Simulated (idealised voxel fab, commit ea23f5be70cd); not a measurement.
The document below concerns the process module designated voxel capacitor over wiring.
Square cells of 5 nm make up the cross-section cut, whose width is 190 nm.
Cross-section = grid of square cells, listed top down in bands; band = one or more rows. The band entry comprises the height of the band's top followed by the height of its bottom, expressed in nm, and subsequently the band's materials from left to right, each stated together with its width in nm. Where a single material is marked with the word "edge to edge", that material fills the band from edge to edge. The word "blank" represents empty space. Heights are reckoned from 0. Under this level, the received wafer is all of one material. The bottommost band is open-ended downward, for example "0..down". A two-number width, for instance "30..40", indicates that the width is equal to the first number in the top row of the band and to the second number in the bottom row, and that it changes by a constant amount per row of cells. "no alterations made" for a step: no cell of the cross-section changed in that step. Closed empty spaces (no open way to the top) of 8 cells or more are what "Sealed void listing" lists, each as width x height at distance from the left edge, nm for all three. Where a step's line continues beyond its settings, the continuation is a remark by the simulator itself on that step. overlay nm: mask right of planned place by this much (step with mask). Neg. = left.
### Intended process steps
1) RECEIVE, material Si
2) CONFORMAL_DEP, material SiO2, thk nm 15
3) CONFORMAL_DEP, material SiCN, thk nm 5
4) DIRECTIONAL_DEP, material lowk, thk nm 25
5) PATTERN, tone open, mask id METAL_1, material resist, width nm 25, pitch nm 75, thk nm 20, overlay nm 0
6) DIRECTIONAL_ETCH, etch materials lowk, depth nm 25
7) DIRECTIONAL_ETCH, etch materials SiCN, depth nm 5
8) STRIP, etch materials resist
9) CONFORMAL_DEP, material TiN, thk nm 5
10) FILL_DEP, material Ru, thk nm 10
11) CMP, height nm 45
12) CONFORMAL_DEP, material SiCN, thk nm 5
13) DIRECTIONAL_DEP, material lowk, thk nm 15
14) PATTERN, tone open, mask id PLUG_1, material resist, width nm 15, thk nm 15, overlay nm 0
15) DIRECTIONAL_ETCH, etch materials lowk, depth nm 15
16) DIRECTIONAL_ETCH, etch materials SiCN, depth nm 5
17) STRIP, etch materials resist
18) EPI, material Ru, thk nm 10
19) EPI, material Ru, thk nm 10
20) DIRECTIONAL_DEP, material TiN, thk nm 10
21) DIRECTIONAL_DEP, material Al2O3, thk nm 5
22) DIRECTIONAL_DEP, material TiN, thk nm 10
23) PATTERN, tone cover, mask id UPPER_PLATE, material resist, width nm 55, thk nm 20, overlay nm 0
24) DIRECTIONAL_ETCH, etch materials TiN, depth nm 10
25) DIRECTIONAL_ETCH, etch materials Al2O3, depth nm 5
26) STRIP, etch materials resist
27) MASKED_ETCH, tone cover, mask id LOWER_PLATE, width nm 65, etch materials TiN, depth nm 10, overlay nm 0
28) FILL_DEP, material SiO2, thk nm 15
29) CMP, height nm 100
30) MASKED_ETCH, tone open, mask id PLUG_2, width nm 15, etch materials SiO2, depth nm 10, overlay nm 0
31) CONFORMAL_DEP, material TiN, thk nm 5
32) FILL_DEP, material W, thk nm 5
33) CMP, height nm 100
34) CONFORMAL_DEP, material SiN, thk nm 5
### Cross-section of the wafer at receipt, which is the condition after step 1
    0..down: Si edge to edge
    Sealed void listing: none
### The first of the two wafers as seen in cross-section once the module was finished; processing followed the plan
    105..100: SiN edge to edge
    100..95: 65 nm SiO2 / 5 nm TiN / 5 nm W / 5 nm TiN / 110 nm SiO2
    95..90: 65 nm SiO2 / 15 nm TiN / 110 nm SiO2
    90..80: 55 nm SiO2 / 55 nm TiN / 80 nm SiO2
    80..75: 55 nm SiO2 / 55 nm Al2O3 / 80 nm SiO2
    75..65: 50 nm SiO2 / 65 nm TiN / 75 nm SiO2
    65..50: 55 nm lowk / 15 nm Ru / 120 nm lowk
    50..45: 55 nm SiCN / 15 nm Ru / 120 nm SiCN
    45..20: 45 nm lowk / 5 nm TiN / 15 nm Ru / 5 nm TiN / 50 nm lowk / 5 nm TiN / 15 nm Ru / 5 nm TiN / 45 nm lowk
    20..15: 45 nm SiCN / 25 nm TiN / 50 nm SiCN / 25 nm TiN / 45 nm SiCN
    15..0: SiO2 edge to edge
    0..down: Si edge to edge
    Sealed void listing: none
### Cross-sectional view: second of two wafers, end of module; start and plan identical to the first, one mistake in running
    105..100: SiN edge to edge
    100..95: 65 nm SiO2 / 5 nm TiN / 5 nm W / 5 nm TiN / 110 nm SiO2
    95..90: 65 nm SiO2 / 15 nm TiN / 110 nm SiO2
    90..80: 55 nm SiO2 / 55 nm TiN / 80 nm SiO2
    80..75: 55 nm SiO2 / 55 nm Al2O3 / 80 nm SiO2
    75..65: 50 nm SiO2 / 65 nm TiN / 75 nm SiO2
    65..50: 55 nm lowk / 15 nm Ru / 120 nm lowk
    50..45: 55 nm SiCN / 15 nm Ru / 120 nm SiCN
    45..20: 40 nm lowk / 5 nm TiN / 25 nm Ru / 5 nm TiN / 40 nm lowk / 5 nm TiN / 25 nm Ru / 5 nm TiN / 40 nm lowk
    20..15: 40 nm SiCN / 35 nm TiN / 40 nm SiCN / 35 nm TiN / 40 nm SiCN
    15..0: SiO2 edge to edge
    0..down: Si edge to edge
    Sealed void listing: none
Here's what went sideways: step 5 ran as: PATTERN, tone open, mask id METAL_1, material resist, width nm 35, pitch nm 75, thk nm 20, overlay nm 0
The closing comparison, in cells, has the second wafer with more or fewer of some materials than the first: +20 Ru, -4 SiCN, +4 TiN, -20 lowk
